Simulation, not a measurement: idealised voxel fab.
Process module, titled voxel wiring stack
Xsec cut, 250 nm wide, square cell size 5 nm.
A cross-section is a grid of square cells, given in bands from the top down. A band is one or more rows of cells.
Band entry format. Leading values: height of top, height of bottom, nm. Remainder: materials in left-to-right order, each with its width in nm. Special words: "everywhere" on a single material, which then fills the band edge to edge; "blank", empty space.
Below 0: as-received wafer, all one material; heights counted from there. Lowest band: no bottom, goes on down, written "0..down".
Note: "30..40" means the width goes from the first number (top row of the band) to the second number (bottom row) in equal steps per row of cells.
Given "no alterations made" for a step, no cell of the cross-section differs between before and after that step.
If an empty space has no open way to the top and is at least 8 cells in size, "Closed void roster" lists it, written width x height at distance, where distance is measured from the left edge and every value is in nm.
Where a step's line continues beyond its settings, the continuation is a remark by the simulator itself on that step.
overlay nm: step with mask; distance mask lay right of planned place; negative value = left of planned place.
[Steps in the process plan]
- 1: RECEIVE,material Si
- 2: CONFORMAL_DEP,material SiO2,thk nm 10
- 3: CONFORMAL_DEP,material SiN,thk nm 5
- 4: DIRECTIONAL_DEP,material lowk,thk nm 20
- 5: DIRECTIONAL_DEP,material aC,thk nm 15
- 6: PATTERN,tone open,mask id METAL_1,material resist,width nm 25,pitch nm 50,thk nm 30,overlay nm 0
- 7: DIRECTIONAL_ETCH,etch materials aC,depth nm 15
- 8: STRIP,etch materials resist
- 9: DIRECTIONAL_ETCH,etch materials lowk,depth nm 20
- 10: DIRECTIONAL_ETCH,etch materials SiN,depth nm 5
- 11: STRIP,etch materials aC
- 12: CONFORMAL_DEP,material TiN,thk nm 5
- 13: FILL_DEP,material Cu,thk nm 5
- 14: CMP,height nm 35
- 15: CONFORMAL_DEP,material SiCN,thk nm 5
- 16: DIRECTIONAL_DEP,material lowk,thk nm 15
- 17: DIRECTIONAL_DEP,material aC,thk nm 15
- 18: PATTERN,tone open,mask id METAL_2_HOLES,material resist,width nm 15,pitch nm 100,thk nm 35,overlay nm 0
- 19: DIRECTIONAL_ETCH,etch materials aC,depth nm 15
- 20: STRIP,etch materials resist
- 21: DIRECTIONAL_ETCH,etch materials lowk,depth nm 25
- 22: STRIP,etch materials aC
- 23: PATTERN,tone open,mask id METAL_2,material resist,width nm 25,pitch nm 50,thk nm 15,overlay nm 0
- 24: DIRECTIONAL_ETCH,etch materials lowk,depth nm 15
- 25: DIRECTIONAL_ETCH,etch materials SiCN,depth nm 5
- 26: STRIP,etch materials resist
- 27: CONFORMAL_DEP,material TiN,thk nm 5
- 28: FILL_DEP,material Ru,thk nm 5
- 29: CMP,height nm 65
- 30: CONFORMAL_DEP,material SiCN,thk nm 5
- 31: DIRECTIONAL_DEP,material lowk,thk nm 35
- 32: DIRECTIONAL_DEP,material aC,thk nm 15
- 33: PATTERN,tone open,mask id METAL_3,material resist,width nm 25,pitch nm 50,thk nm 30,overlay nm 0
- 34: DIRECTIONAL_ETCH,etch materials aC,depth nm 15
- 35: STRIP,etch materials resist
- 36: DIRECTIONAL_ETCH,etch materials lowk,depth nm 20
- 37: STRIP,etch materials aC
- 38: MASKED_ETCH,tone open,mask id METAL_3_HOLES,width nm 15,pitch nm 100,etch materials lowk,depth nm 15,overlay nm 0
- 39: MASKED_ETCH,tone open,mask id METAL_3_HOLES,width nm 15,pitch nm 100,etch materials SiCN,depth nm 5,overlay nm 0
- 40: CONFORMAL_DEP,material TiN,thk nm 5
- 41: FILL_DEP,material Cu,thk nm 10
- 42: CMP,height nm 105
- 43: CONFORMAL_DEP,material SiCN,thk nm 5
- 44: DIRECTIONAL_DEP,material SiO2,thk nm 35
- 45: PATTERN,tone open,mask id METAL_4,material resist,width nm 25,pitch nm 50,thk nm 20,overlay nm 0
- 46: DIRECTIONAL_ETCH,etch materials SiO2,depth nm 20
- 47: STRIP,etch materials resist
- 48: MASKED_ETCH,tone open,mask id METAL_4_HOLES,width nm 15,pitch nm 50,etch materials SiO2,depth nm 15,overlay nm 0
- 49: MASKED_ETCH,tone open,mask id METAL_4_HOLES,width nm 15,pitch nm 50,etch materials SiCN,depth nm 5,overlay nm 0
- 50: CONFORMAL_DEP,material TiN,thk nm 5
- 51: FILL_DEP,material Cu,thk nm 10
- 52: CMP,height nm 145
- 53: CONFORMAL_DEP,material SiCN,thk nm 5
Keep in mind the plan's value for the thk nm of step 16 comes from the first wafer; the wafers don't share that setting, but they do share the same starting point.
[Incoming state of the first of several wafers in cross-section: after step 1]
0..down | Si everywhere
Closed void roster: none
[The table below has one row for each wafer; a row shows, as of the end of the module, how many cells of each material the wafer has gained, marked (+), or lost, marked (-), since it was received, and then the wafer's closed voids]
thk nm 15 | +144 Cu | +98 Ru | +162 SiCN | +30 SiN | +334 SiO2 | +270 TiN | +462 lowk | Closed void roster: none
thk nm 20 | +144 Cu | +40 Ru | +176 SiCN | +30 SiN | +334 SiO2 | +270 TiN | +506 lowk | Closed void roster: none
thk nm 25 | +144 Cu | +30 Ru | +176 SiCN | +30 SiN | +334 SiO2 | +236 TiN | +550 lowk | Closed void roster: none
thk nm 30 | +144 Cu | +20 Ru | +176 SiCN | +30 SiN | +334 SiO2 | +232 TiN | +564 lowk | Closed void roster: none
thk nm 35 | +144 Cu | +10 Ru | +176 SiCN | +30 SiN | +334 SiO2 | +228 TiN | +578 lowk | Closed void roster: none
thk nm 40 | +144 Cu | +10 Ru | +176 SiCN | +30 SiN | +334 SiO2 | +214 TiN | +592 lowk | Closed void roster: none
